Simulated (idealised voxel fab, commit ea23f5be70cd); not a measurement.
Presented below is a process module, voxel ribs on slabs.
The cross-section on display is named cut; it measures 285 nm wide, and its cells are 5 nm squares.
A cross-section is a grid of square cells, given in bands from the top down. A band is one or more rows of cells. Within each band entry, the heights of the top and of the bottom of the band appear first, in that order and in nm; the materials of the band then follow from left to right, each with its corresponding width in nm. The designation "edge to edge" on a single material indicates that it fills the band from edge to edge; the designation "blank" indicates empty space. Note: height 0 marks the level under which the wafer is uniformly one material as received. Lowest band unbounded below, written "0 -> down". The expression "30..40" gives the width at the extremes of the band, the first number at its top row of cells and the second at its bottom row, with the width changing by equal amounts from each row to the next in between. The designation "no alterations made", where it is given for a processing step, indicates that no cell of the cross-section was altered in the course of that step. What "Closed internal voids" gives you is every empty space of 8 cells or more that is cut off from the top. Each appears as width x height at distance, with the distance taken from the left edge and width, height and distance all in nm. It should be noted that, on the line of a given step, the content following the step's settings is a remark produced by the simulator itself with respect to that step. For masked steps, "overlay nm" on the step line gives how far right of plan the mask actually lay; a minus sign means it lay to the left.
Planned step list for the process:
1 RECEIVE | material Si
2 DIRECTIONAL_DEP | material SiO2 | thk nm 30
3 DIRECTIONAL_DEP | material polySi | thk nm 20
4 PATTERN | tone cover | mask id RIB | material resist | width nm 25 | thk nm 20 | overlay nm 0
5 DIRECTIONAL_ETCH | etch materials polySi | depth nm 5
6 STRIP | etch materials resist
7 DIRECTIONAL_DEP | material aC | thk nm 10
8 PATTERN | tone cover | mask id SLAB | material resist | width nm 75 | thk nm 30 | overlay nm 0
9 DIRECTIONAL_ETCH | etch materials aC | depth nm 10
10 STRIP | etch materials resist
11 DIRECTIONAL_ETCH | etch materials polySi | depth nm 15
12 STRIP | etch materials aC
13 FILL_DEP | material SiO2 | thk nm 25
14 CMP | height nm 65
15 DIRECTIONAL_DEP | material W | thk nm 10
16 MASKED_ETCH | tone cover | mask id HEATER | width nm 35 | etch materials W | depth nm 10 | overlay nm 0
17 CONFORMAL_DEP | material SiO2 | thk nm 5
Incoming wafer, cross-sectional view, post step 1:
> 0 -> down: Si edge to edge
> Closed internal voids: none
Sectioned view, first of two wafers, at the close of the module, processed as intended in the plan:
> 80 -> 75: 120 of blank; 45 of SiO2; 120 of blank
> 75 -> 70: 120 of blank; 5 of SiO2; 35 of W; 5 of SiO2; 120 of blank
> 70 -> 65: 125 of SiO2; 35 of W; 125 of SiO2
> 65 -> 50: SiO2 edge to edge
> 50 -> 45: 130 of SiO2; 25 of polySi; 130 of SiO2
> 45 -> 30: 105 of SiO2; 75 of polySi; 105 of SiO2
> 30 -> 0: SiO2 edge to edge
> 0 -> down: Si edge to edge
> Closed internal voids: none
Cross-sectional image of the second wafer of the two following completion of the module. Starting state and process plan were the same as for the first wafer; one execution error occurred:
> 80 -> 75: 120 of blank; 45 of SiO2; 120 of blank
> 75 -> 70: 120 of blank; 5 of SiO2; 35 of W; 5 of SiO2; 120 of blank
> 70 -> 65: 125 of SiO2; 35 of W; 125 of SiO2
> 65 -> 60: SiO2 edge to edge
> 60 -> 55: 130 of SiO2; 25 of polySi; 130 of SiO2
> 55 -> 40: 105 of SiO2; 75 of polySi; 105 of SiO2
> 40 -> 30: polySi edge to edge
> 30 -> 0: SiO2 edge to edge
> 0 -> down: Si edge to edge
> Closed internal voids: none
Against the plan, the run slipped here: rather than as planned, step 3 actually ran as DIRECTIONAL_DEP | material polySi | thk nm 30
At the finish, the second wafer shows more or fewer cells for some materials than the first does: -114 SiO2, +114 polySi
